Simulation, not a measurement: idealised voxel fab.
The following is a process module called voxel self aligned vias.
The figure presents cross-section cut, which has a width of 230 nm and is divided into square cells with an edge length of 5 nm.
Notation: cross-section as square-cell grid; stated in bands, top first, going down; one or more cell rows per band.
In this notation a band is specified by the heights of its top and bottom, in that order and in nm, after which its materials appear from left to right, each paired with its width in nm. The word "throughout" attached to a single material means that material fills the band from edge to edge; the word "blank" stands for empty space.
For the purposes of this specification, 0 denotes the height below which the wafer in its as-received condition is composed wholly of one material, and the lowermost band, lacking a lower limit, extends downward without end, as expressed in "z 0 and below".
Per-row width for "30->40": begins at first number (top row of band), ends at second number (bottom row), increment between rows held constant.
Where a step carries "nothing was modified", the cross-section came out of it unchanged, cell for cell.
Each empty space that has no open way to the top and spans at least 8 cells appears under "Closed internal voids" as width x height at distance, the distance counted from the left edge, all in nm.
Whatever follows a step's settings on its line is a remark the simulator itself makes about that step.
overlay nm: step with mask; distance mask lay right of planned place; negative value = left of planned place.
[Set out below are the planned steps of the process]
1) RECEIVE | material Si
2) CONFORMAL_DEP | material SiO2 | thk nm 10
3) CONFORMAL_DEP | material SiCN | thk nm 5
4) DIRECTIONAL_DEP | material SiO2 | thk nm 25
5) PATTERN | tone open | mask id LINES | material resist | width nm 20 | pitch nm 55 | thk nm 20 | overlay nm -15
6) DIRECTIONAL_ETCH | etch materials SiO2 | depth nm 25
7) STRIP | etch materials resist
8) CONFORMAL_DEP | material TiN | thk nm 5
9) FILL_DEP | material W | thk nm 5
10) CMP | height nm 40
11) SELECTIVE_ETCH | etch materials W Ru TiN | depth nm 10
12) FILL_DEP | material SiN | thk nm 10
13) CMP | height nm 40
14) DIRECTIONAL_DEP | material SiO2 | thk nm 20
15) DIRECTIONAL_DEP | material aC | thk nm 15
16) PATTERN | tone open | mask id VIAS | material resist | width nm 40 | pitch nm 55 | thk nm 30 | overlay nm 0
17) DIRECTIONAL_ETCH | etch materials aC | depth nm 15
18) STRIP | etch materials resist
19) DIRECTIONAL_ETCH | etch materials SiO2 | depth nm 20
20) DIRECTIONAL_ETCH | etch materials SiN | depth nm 10
21) STRIP | etch materials aC
22) CONFORMAL_DEP | material TiN | thk nm 5
23) FILL_DEP | material Ru | thk nm 5
24) CMP | height nm 60
25) CONFORMAL_DEP | material SiCN | thk nm 5
Don't read the plan's overlay nm for step 5 as applying to every wafer: that's the first wafer's value, and the wafers differ in it, though they all start identical.
[Cross-section of the first of several wafers as received (after step 1)]
> z 0 and below | Si throughout
> Closed internal voids: none
[End of module, by wafer: material-by-material cell gain (+) or loss (-) since receipt, then closed voids]
overlay nm -15, +40 Ru, +92 SiCN, +4 SiN, +402 SiO2, +52 TiN, +8 W, Closed internal voids: none
overlay nm -10, +44 Ru, +92 SiCN, +402 SiO2, +52 TiN, +8 W, Closed internal voids: none
overlay nm -5, +44 Ru, +92 SiCN, +402 SiO2, +52 TiN, +8 W, Closed internal voids: none
overlay nm 0, +44 Ru, +92 SiCN, +402 SiO2, +52 TiN, +8 W, Closed internal voids: none
overlay nm 5, +44 Ru, +92 SiCN, +402 SiO2, +52 TiN, +8 W, Closed internal voids: none
overlay nm 10, +44 Ru, +92 SiCN, +402 SiO2, +52 TiN, +8 W, Closed internal voids: none
overlay nm 15, +40 Ru, +92 SiCN, +4 SiN, +402 SiO2, +52 TiN, +8 W, Closed internal voids: none
